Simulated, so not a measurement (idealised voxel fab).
process module | voxel released beams
Cross-section cut spans 185 nm and uses square cells 5 nm in size.
In what follows, cross-sections appear as grids of square cells, described through bands that run from the top down, where every band is one or more rows of cells. It is stipulated that each band's entry specify, in nanometres, the height of the top of the band and then that of its bottom, followed by the materials of the band in left-to-right sequence, each together with its width in nanometres. A single material marked by the word "throughout" is understood to fill the band from edge to edge; the word "air" is understood to denote empty space. Heights are reckoned from 0. Under this level, the received wafer is all of one material. The bottommost band is open-ended downward, for example "0 nm and below". Top row gets the first number, bottom row gets the second, and each row in between changes by the same step: that is how a band width like "30 to 40" works. "nothing was modified" means the step left every cell of the cross-section as it was. The entry "Closed void listing" lists the empty spaces that cover at least 8 cells and have no open path to the top. Each is written as width x height at distance, where the distance is measured from the left edge and all three values are in nm. Past the settings on a step's line: simulator remark, on that step. "overlay nm" answers the question of how far to the right of plan the mask lay on a step that has a mask, and when it is negative the answer is to the left.

### Planned step list for the process
1. RECEIVE with material Si
2. CONFORMAL_DEP with material SiN, thk nm 5
3. DIRECTIONAL_DEP with material SiO2, thk nm 15
4. MASKED_ETCH with tone open, mask id ANCHOR, width nm 30, etch materials SiO2, depth nm 15, overlay nm 0
5. CONFORMAL_DEP with material TiN, thk nm 10
6. PATTERN with tone cover, mask id BEAM, material resist, width nm 105, thk nm 20, overlay nm 0
7. DIRECTIONAL_ETCH with etch materials TiN, depth nm 10
8. STRIP with etch materials resist
9. STRIP with etch materials SiO2

### First of two wafers, with the run carried out as planned

### Wafer as received: cross-section following step 1
  0 nm and below | Si throughout
  Closed void listing: none

### After step 2: wafer cross-section
  5 nm to 0 nm | SiN throughout
  Under 0: no change, same as before.

### After step 3: wafer cross-section
  20 nm to 5 nm | SiO2 throughout
  Under 5: no change, same as before.

### After step 4: wafer cross-section
  20 nm to 5 nm | SiO2=40; air=30; SiO2=115
  Under 5: no change, same as before.

### After step 5: wafer cross-section
  30 nm to 20 nm | TiN=50; air=10; TiN=125
  20 nm to 15 nm | SiO2=40; TiN=10; air=10; TiN=10; SiO2=115
  15 nm to 5 nm | SiO2=40; TiN=30; SiO2=115
  Under 5: no change, same as before.

### After step 6: wafer cross-section
  50 nm to 30 nm | air=35; resist=105; air=45
  30 nm to 20 nm | TiN=50; resist=10; TiN=125
  20 nm to 15 nm | SiO2=40; TiN=10; resist=10; TiN=10; SiO2=115
  Under 15: no change, same as before.

### After step 7: wafer cross-section
  50 nm to 30 nm | air=35; resist=105; air=45
  30 nm to 20 nm | air=35; TiN=15; resist=10; TiN=80; air=45
  Under 20: no change, same as before.

### After step 8: wafer cross-section
  30 nm to 20 nm | air=35; TiN=15; air=10; TiN=80; air=45
  20 nm to 15 nm | SiO2=40; TiN=10; air=10; TiN=10; SiO2=115
  Under 15: no change, same as before.

### After step 9: wafer cross-section
  30 nm to 20 nm | air=35; TiN=15; air=10; TiN=80; air=45
  20 nm to 15 nm | air=40; TiN=10; air=10; TiN=10; air=115
  15 nm to 5 nm | air=40; TiN=30; air=115
  Under 5: no change, same as before.

### Now the other wafer: same start, same recipe, but we messed up one thing when running it. Up to and including step 7 it's the same as the first one

### X-section, second wafer, when step 8 was due to finish
  30 nm to 20 nm | air=35; TiN=15; air=10; TiN=80; air=45
  20 nm to 15 nm | SiO2=40; TiN=10; air=10; TiN=10; SiO2=115
  Under 15: no change, same as before.

### X-section, second wafer, when step 9 was due to finish
  30 nm to 20 nm | air=35; TiN=15; air=10; TiN=80; air=45
  20 nm to 15 nm | air=40; TiN=10; air=10; TiN=10; air=115
  15 nm to 5 nm | air=40; TiN=30; air=115
  Under 5: no change, same as before.
The plan and the run diverged here: step 8 was run twice
The mistake has no effect on what this model computes, because the two wafers end with the same cross-section.
